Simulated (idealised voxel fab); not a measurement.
The following process module bears the name voxel wiring stack.
Displayed cross-section: cut, width of 215 nm, square cells sized 5 nm.
If you're reading a cross-section in this doc, picture square cells in a grid; it comes to you as bands, top ones listed first down to the bottom, and a band can be one or more rows of cells. Within each band entry, the heights of the top and of the bottom of the band appear first, in that order and in nm; the materials of the band then follow from left to right, each with its corresponding width in nm. The designation "throughout" on a single material indicates that it fills the band from edge to edge; the designation "blank" indicates empty space. The reference from which all heights are counted is 0, the level beneath which the as-received wafer is entirely one material; the lowest band, having no lower bound, proceeds downward and is written after the example "0 -> down". So if you see something like "30 to 40" for the width, read it as the top row of the band sitting at the first number and the bottom row at the second, with every row in between moving by the same amount as the last. A step reported as "no modifications" is a step in which no cell of the cross-section changed. The list in "Non-vented voids" covers empty spaces of 8 cells or more that cannot reach the top through any open way, and it gives each as width x height at distance; the distance is from the left edge, and width, height and distance are in nm. On each step's line, the part that comes after the settings is the simulator's own comment on the step. The setting "overlay nm" may be written on the line of a step. When the step uses a mask, the value reports how far to the right of the planned place the mask lay, and a negative value reports that it lay to the left.
Below is the list of planned process steps:
1: RECEIVE with material Si
2: CONFORMAL_DEP with material SiO2, thk nm 15
3: DIRECTIONAL_DEP with material TiN, thk nm 5
4: DIRECTIONAL_DEP with material Ru, thk nm 20
5: DIRECTIONAL_DEP with material aC, thk nm 10
6: PATTERN with tone cover, mask id METAL_1, material resist, width nm 25, pitch nm 50, thk nm 30, overlay nm 0
7: DIRECTIONAL_ETCH with etch materials aC, depth nm 10
8: STRIP with etch materials resist
9: DIRECTIONAL_ETCH with etch materials Ru, depth nm 20
10: DIRECTIONAL_ETCH with etch materials TiN, depth nm 5
11: STRIP with etch materials aC
12: FILL_DEP with material SiO2, thk nm 10
13: CMP with height nm 40
14: CONFORMAL_DEP with material SiCN, thk nm 5
15: DIRECTIONAL_DEP with material SiO2, thk nm 20
16: MASKED_ETCH with tone open, mask id PLUG_1, width nm 15, pitch nm 50, etch materials SiO2, depth nm 20, overlay nm 0
17: MASKED_ETCH with tone open, mask id PLUG_1, width nm 15, pitch nm 50, etch materials SiCN, depth nm 5, overlay nm 0
18: EPI with material Ru, thk nm 10
19: EPI with material Ru, thk nm 10
20: EPI with material Ru, thk nm 5
21: DIRECTIONAL_DEP with material TiN, thk nm 5
22: DIRECTIONAL_DEP with material Ru, thk nm 15
23: DIRECTIONAL_DEP with material aC, thk nm 10
24: PATTERN with tone cover, mask id METAL_2, material resist, width nm 25, pitch nm 50, thk nm 30, overlay nm 0
25: DIRECTIONAL_ETCH with etch materials aC, depth nm 10
26: STRIP with etch materials resist
27: DIRECTIONAL_ETCH with etch materials Ru, depth nm 15
28: DIRECTIONAL_ETCH with etch materials TiN, depth nm 5
29: STRIP with etch materials aC
30: FILL_DEP with material SiO2, thk nm 5
31: CMP with height nm 85
32: CONFORMAL_DEP with material SiCN, thk nm 5
33: DIRECTIONAL_DEP with material lowk, thk nm 10
34: MASKED_ETCH with tone open, mask id PLUG_2, width nm 15, pitch nm 50, etch materials lowk, depth nm 10, overlay nm 0
35: MASKED_ETCH with tone open, mask id PLUG_2, width nm 15, pitch nm 50, etch materials SiCN, depth nm 5, overlay nm 0
36: CONFORMAL_DEP with material TiN, thk nm 5
37: FILL_DEP with material W, thk nm 5
38: CMP with height nm 100
39: CONFORMAL_DEP with material SiN, thk nm 5
40: DIRECTIONAL_DEP with material SiO2, thk nm 25
41: PATTERN with tone open, mask id METAL_3, material resist, width nm 25, pitch nm 50, thk nm 20, overlay nm 0
42: DIRECTIONAL_ETCH with etch materials SiO2, depth nm 25
43: DIRECTIONAL_ETCH with etch materials SiN, depth nm 5
44: STRIP with etch materials resist
45: CONFORMAL_DEP with material TiN, thk nm 5
46: FILL_DEP with material Cu, thk nm 5
47: CMP with height nm 130
48: CONFORMAL_DEP with material SiCN, thk nm 5
49: DIRECTIONAL_DEP with material SiO2, thk nm 20
50: MASKED_ETCH with tone open, mask id PLUG_3, width nm 15, etch materials SiO2, depth nm 20, overlay nm 0
51: MASKED_ETCH with tone open, mask id PLUG_3, width nm 15, etch materials SiCN, depth nm 5, overlay nm 0
52: EPI with material Ru, thk nm 10
53: EPI with material Ru, thk nm 10
54: EPI with material Ru, thk nm 5
55: CONFORMAL_DEP with material SiCN, thk nm 5
56: DIRECTIONAL_DEP with material lowk, thk nm 25
57: MASKED_ETCH with tone open, mask id METAL_4, width nm 25, pitch nm 50, etch materials lowk, depth nm 25, overlay nm 0
58: MASKED_ETCH with tone open, mask id METAL_4, width nm 25, pitch nm 50, etch materials SiCN, depth nm 5, overlay nm 0
59: CONFORMAL_DEP with material TiN, thk nm 5
60: FILL_DEP with material Cu, thk nm 10
61: CMP with height nm 185
62: CONFORMAL_DEP with material SiN, thk nm 5
Incoming wafer in cross-section (state: after step 1):
0 -> down = Si throughout
Non-vented voids: none
End-of-module cross-section. Starting structure and process plan as above; one mistake made in running it:
190 -> 185 = SiN throughout
185 -> 160 = lowk 70, then TiN 5, then Cu 15, then TiN 5, then lowk 25, then TiN 5, then Cu 15, then TiN 5, then lowk 70
160 -> 155 = SiCN 70, then TiN 25, then SiCN 25, then TiN 25, then SiCN 70
155 -> 135 = SiO2 70, then Ru 15, then SiO2 130
135 -> 130 = SiCN 70, then Ru 15, then SiCN 130
130 -> 105 = SiO2 70, then TiN 5, then Cu 15, then TiN 5, then SiO2 25, then TiN 5, then Cu 15, then TiN 5, then SiO2 70
105 -> 100 = SiN 70, then TiN 25, then SiN 25, then TiN 25, then SiN 70
100 -> 90 = lowk 70, then TiN 5, then W 5, then TiN 5, then lowk 35, then TiN 5, then W 5, then TiN 5, then lowk 80
90 -> 85 = SiCN 70, then TiN 15, then SiCN 35, then TiN 15, then SiCN 80
85 -> 70 = SiO2 throughout
70 -> 65 = TiN throughout
65 -> 45 = SiO2 70, then Ru 15, then SiO2 35, then Ru 15, then SiO2 80
45 -> 40 = SiCN 70, then Ru 15, then SiCN 35, then Ru 15, then SiCN 80
40 -> 20 = SiO2 70, then Ru 25, then SiO2 25, then Ru 25, then SiO2 70
20 -> 15 = SiO2 70, then TiN 25, then SiO2 25, then TiN 25, then SiO2 70
15 -> 0 = SiO2 throughout
0 -> down = Si throughout
Non-vented voids: none
Diagnosis: off-plan run, step 22, actual operation and settings DIRECTIONAL_DEP with material SiO2, thk nm 15
